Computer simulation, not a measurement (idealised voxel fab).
Module name: voxel wiring stack (process module)
Section shown: cut. Width: 280 nm. Cell size: 5 nm, square.
Each cross-section below is a grid of square cells, stated as bands in top-down order, with one or more rows of cells making up each band.
Look at the band entry: it leads with the top's height and the bottom's height in nm. Then it lists the materials left to right, with a width in nm for each. The word "everywhere" on a single material says that material fills the band edge to edge. The word "air" is empty space.
For the purposes of this specification, 0 denotes the height below which the wafer in its as-received condition is composed wholly of one material, and the lowermost band, lacking a lower limit, extends downward without end, as expressed in "0 nm and below".
So if you see something like "30..40" for the width, read it as the top row of the band sitting at the first number and the bottom row at the second, with every row in between moving by the same amount as the last.
Key: "everything unchanged" - step with no changed cell in the cross-section.
"Unvented cavities" specifies each empty space that is not open to the top and that occupies no fewer than 8 cells, using the form width x height at distance, the distance measured from the left edge and all three quantities in nm.
On a step's line, text after the settings is the simulator commenting on that step.
For masked steps, "overlay nm" on the step line gives how far right of plan the mask actually lay; a minus sign means it lay to the left.

-- Intended process steps
1,RECEIVE (material Si)
2,CONFORMAL_DEP (material SiO2; thk nm 10)
3,CONFORMAL_DEP (material SiCN; thk nm 5)
4,DIRECTIONAL_DEP (material lowk; thk nm 25)
5,DIRECTIONAL_DEP (material aC; thk nm 10)
6,PATTERN (tone open; mask id METAL_1; material resist; width nm 30; pitch nm 45; thk nm 30; overlay nm 0)
7,DIRECTIONAL_ETCH (etch materials aC; depth nm 10)
8,STRIP (etch materials resist)
9,DIRECTIONAL_ETCH (etch materials lowk; depth nm 25)
10,DIRECTIONAL_ETCH (etch materials SiCN; depth nm 5)
11,STRIP (etch materials aC)
12,CONFORMAL_DEP (material TiN; thk nm 5)
13,FILL_DEP (material W; thk nm 5)
14,CMP (height nm 40)
15,CONFORMAL_DEP (material SiCN; thk nm 5)
16,DIRECTIONAL_DEP (material SiO2; thk nm 25)
17,DIRECTIONAL_DEP (material aC; thk nm 15)
18,PATTERN (tone open; mask id METAL_2_HOLES; material resist; width nm 15; thk nm 30; overlay nm 0)
19,DIRECTIONAL_ETCH (etch materials aC; depth nm 15)
20,STRIP (etch materials resist)
21,DIRECTIONAL_ETCH (etch materials SiO2; depth nm 25)
22,STRIP (etch materials aC)
23,PATTERN (tone open; mask id METAL_2; material resist; width nm 30; pitch nm 45; thk nm 20; overlay nm 0)
24,DIRECTIONAL_ETCH (etch materials SiO2; depth nm 15)
25,DIRECTIONAL_ETCH (etch materials SiCN; depth nm 5)
26,STRIP (etch materials resist)
27,CONFORMAL_DEP (material TiN; thk nm 5)
28,FILL_DEP (material Cu; thk nm 10)
29,CMP (height nm 70)
30,CONFORMAL_DEP (material SiCN; thk nm 5)
31,DIRECTIONAL_DEP (material SiO2; thk nm 15)
32,MASKED_ETCH (tone open; mask id PLUG_2; width nm 15; pitch nm 45; etch materials SiO2; depth nm 15; overlay nm -15)
33,MASKED_ETCH (tone open; mask id PLUG_2; width nm 15; pitch nm 45; etch materials SiCN; depth nm 5; overlay nm 0)
34,EPI (material Ru; thk nm 10)
35,EPI (material Ru; thk nm 10)
36,DIRECTIONAL_DEP (material TiN; thk nm 5)
37,DIRECTIONAL_DEP (material W; thk nm 20)
38,PATTERN (tone cover; mask id METAL_3; material resist; width nm 30; pitch nm 45; thk nm 15; overlay nm 0)
39,DIRECTIONAL_ETCH (etch materials W; depth nm 20)
40,DIRECTIONAL_ETCH (etch materials TiN; depth nm 5)
41,STRIP (etch materials resist)
42,CONFORMAL_DEP (material SiCN; thk nm 5)
43,FILL_DEP (material SiO2; thk nm 5)
44,CMP (height nm 115)
45,CONFORMAL_DEP (material SiCN; thk nm 5)
46,DIRECTIONAL_DEP (material SiO2; thk nm 10)
47,DIRECTIONAL_DEP (material aC; thk nm 15)
48,PATTERN (tone open; mask id PLUG_3; material resist; width nm 15; thk nm 35; overlay nm 0)
49,DIRECTIONAL_ETCH (etch materials aC; depth nm 15)
50,STRIP (etch materials resist)
51,DIRECTIONAL_ETCH (etch materials SiO2; depth nm 10)
52,DIRECTIONAL_ETCH (etch materials SiCN; depth nm 5)
53,STRIP (etch materials aC)
54,CONFORMAL_DEP (material TiN; thk nm 5)
55,FILL_DEP (material Ru; thk nm 10)
56,CMP (height nm 130)
57,CONFORMAL_DEP (material SiN; thk nm 5)
58,DIRECTIONAL_DEP (material SiO2; thk nm 25)
59,DIRECTIONAL_DEP (material aC; thk nm 10)
60,PATTERN (tone open; mask id METAL_4; material resist; width nm 30; pitch nm 45; thk nm 25; overlay nm 0)
61,DIRECTIONAL_ETCH (etch materials aC; depth nm 10)
62,STRIP (etch materials resist)
63,DIRECTIONAL_ETCH (etch materials SiO2; depth nm 25)
64,DIRECTIONAL_ETCH (etch materials SiN; depth nm 5)
65,STRIP (etch materials aC)
66,CONFORMAL_DEP (material TiN; thk nm 5)
67,FILL_DEP (material Cu; thk nm 5)
68,CMP (height nm 160)
69,CONFORMAL_DEP (material SiN; thk nm 5)
For clarity, it should be stated that the wafers under discussion commence in an identical condition and differ with respect to the overlay nm of step 32, the plan indicating the value that the first wafer had.

-- Cross-section of the first of several wafers as received (after step 1)
	0 nm and below  Si everywhere
	Unvented cavities: none

-- Note: the following table is arranged by wafer, a row apiece. Each row reports the end-of-module state: per material, cells gained (+) or cells lost (-) compared with the wafer as received; closed voids follow
overlay nm -15, +59 Cu, +2 Ru, +278 SiCN, +100 SiN, +992 SiO2, +109 TiN, +88 W, +220 lowk, Unvented cavities: none
overlay nm -10, +59 Cu, +22 Ru, +264 SiCN, +100 SiN, +986 SiO2, +109 TiN, +88 W, +220 lowk, Unvented cavities: none
overlay nm -5, +59 Cu, +24 Ru, +262 SiCN, +100 SiN, +986 SiO2, +109 TiN, +88 W, +220 lowk, Unvented cavities: none
overlay nm 0, +59 Cu, +26 Ru, +260 SiCN, +100 SiN, +986 SiO2, +109 TiN, +88 W, +220 lowk, Unvented cavities: none
overlay nm 5, +59 Cu, +24 Ru, +262 SiCN, +100 SiN, +986 SiO2, +109 TiN, +88 W, +220 lowk, Unvented cavities: none
overlay nm 10, +59 Cu, +22 Ru, +264 SiCN, +100 SiN, +986 SiO2, +109 TiN, +88 W, +220 lowk, Unvented cavities: none
overlay nm 15, +59 Cu, +2 Ru, +272 SiCN, +100 SiN, +998 SiO2, +109 TiN, +88 W, +220 lowk, Unvented cavities: none
